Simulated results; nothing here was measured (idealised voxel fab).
Documented hereafter: the process module known as voxel capacitor over wiring.
Displayed cross-section: cut, width of 220 nm, square cells sized 5 nm.
A cross-section in this document is a grid of square cells, and it is written down as bands, the top band listed before the ones below it; a band is made up of one or more rows of cells. This entry defines a band. It first specifies the height of the band's top and the height of its bottom in nm, and then specifies the band's materials from left to right, stating each material with its width in nm. The word "throughout" identifies a single material that fills the band from edge to edge, while the word "empty" identifies empty space. The level at which height equals 0 is the one under which the wafer, as it arrives, is entirely one material. No lower edge exists for the bottom band, which continues downward and is notated as in "top 0, no bottom". With a width like "30->40", each row of cells in the band differs from the next by the same amount, the top row carrying the first number and the bottom row the second. For the purposes of this document, the phrase "stayed the same" attached to a step denotes that no cell within the cross-section was modified by that step. Any empty space of 8 cells or more lacking an open way to the top shows up in "Completely sealed voids" as width x height at distance, distance from the left edge, in nm. If you see something after the settings on a step's line, that's the simulator's own remark about that step. A step line may carry the setting "overlay nm", which, for steps involving a mask, states the distance by which the mask lay to the right of its intended position; negative values denote displacement to the left.

-- Process steps - plan
- 1: RECEIVE,material Si
- 2: CONFORMAL_DEP,material SiO2,thk nm 15
- 3: DIRECTIONAL_DEP,material TiN,thk nm 5
- 4: DIRECTIONAL_DEP,material W,thk nm 15
- 5: DIRECTIONAL_DEP,material aC,thk nm 15
- 6: PATTERN,tone cover,mask id METAL_1,material resist,width nm 30,pitch nm 90,thk nm 30,overlay nm 0
- 7: DIRECTIONAL_ETCH,etch materials aC,depth nm 15
- 8: STRIP,etch materials resist
- 9: DIRECTIONAL_ETCH,etch materials W,depth nm 15
- 10: DIRECTIONAL_ETCH,etch materials TiN,depth nm 5
- 11: STRIP,etch materials aC
- 12: CONFORMAL_DEP,material SiN,thk nm 5
- 13: FILL_DEP,material SiO2,thk nm 5
- 14: CMP,height nm 35
- 15: CONFORMAL_DEP,material SiCN,thk nm 5
- 16: DIRECTIONAL_DEP,material SiO2,thk nm 15
- 17: PATTERN,tone open,mask id PLUG_1,material resist,width nm 15,thk nm 15,overlay nm 0
- 18: DIRECTIONAL_ETCH,etch materials SiO2,depth nm 15
- 19: DIRECTIONAL_ETCH,etch materials SiCN,depth nm 5
- 20: STRIP,etch materials resist
- 21: CONFORMAL_DEP,material TiN,thk nm 5
- 22: FILL_DEP,material Cu,thk nm 10
- 23: CMP,height nm 55
- 24: DIRECTIONAL_DEP,material TiN,thk nm 10
- 25: DIRECTIONAL_DEP,material Al2O3,thk nm 5
- 26: DIRECTIONAL_DEP,material TiN,thk nm 5
- 27: PATTERN,tone cover,mask id UPPER_PLATE,material resist,width nm 65,thk nm 15,overlay nm 0
- 28: DIRECTIONAL_ETCH,etch materials TiN,depth nm 5
- 29: DIRECTIONAL_ETCH,etch materials Al2O3,depth nm 5
- 30: STRIP,etch materials resist
- 31: DIRECTIONAL_DEP,material aC,thk nm 10
- 32: PATTERN,tone cover,mask id LOWER_PLATE,material resist,width nm 75,thk nm 25,overlay nm 0
- 33: DIRECTIONAL_ETCH,etch materials aC,depth nm 10
- 34: STRIP,etch materials resist
- 35: DIRECTIONAL_ETCH,etch materials TiN,depth nm 10
- 36: STRIP,etch materials aC
- 37: FILL_DEP,material SiO2,thk nm 20
- 38: CMP,height nm 90
- 39: MASKED_ETCH,tone open,mask id PLUG_2,width nm 15,etch materials SiO2,depth nm 15,overlay nm 0
- 40: CONFORMAL_DEP,material TiN,thk nm 5
- 41: FILL_DEP,material W,thk nm 5
- 42: CMP,height nm 90
- 43: CONFORMAL_DEP,material SiCN,thk nm 5

-- Wafer cross-section on receipt, i.e. after step 1
* top 0, no bottom  Si throughout
* Completely sealed voids: none

-- Final wafer profile in cross-section after the module, from the same start and plan as above, with one mistake made during processing
* top 95, bottom 90  SiCN throughout
* top 90, bottom 80  SiO2: 75  TiN: 5  W: 5  TiN: 5  SiO2: 130
* top 80, bottom 70  SiO2: 75  TiN: 15->60  SiO2: 130->85
* top 70, bottom 65  SiO2: 75  Al2O3: 65  SiO2: 80
* top 65, bottom 55  SiO2: 60  TiN: 80  SiO2: 80
* top 55, bottom 40  SiO2: 65  TiN: 5  Cu: 5  TiN: 5  SiO2: 140
* top 40, bottom 35  SiCN: 65  TiN: 15  SiCN: 140
* top 35, bottom 20  SiO2: 45  SiN: 5  W: 30  SiN: 5  SiO2: 50  SiN: 5  W: 30  SiN: 5  SiO2: 45
* top 20, bottom 15  SiN: 50  TiN: 30  SiN: 60  TiN: 30  SiN: 50
* top 15, bottom 0  SiO2 throughout
* top 0, no bottom  Si throughout
* Completely sealed voids: none
What was the processing mistake? contrary to plan, step 27 was performed as PATTERN,tone cover,mask id UPPER_PLATE,material resist,width nm 65,thk nm 15,overlay nm 10
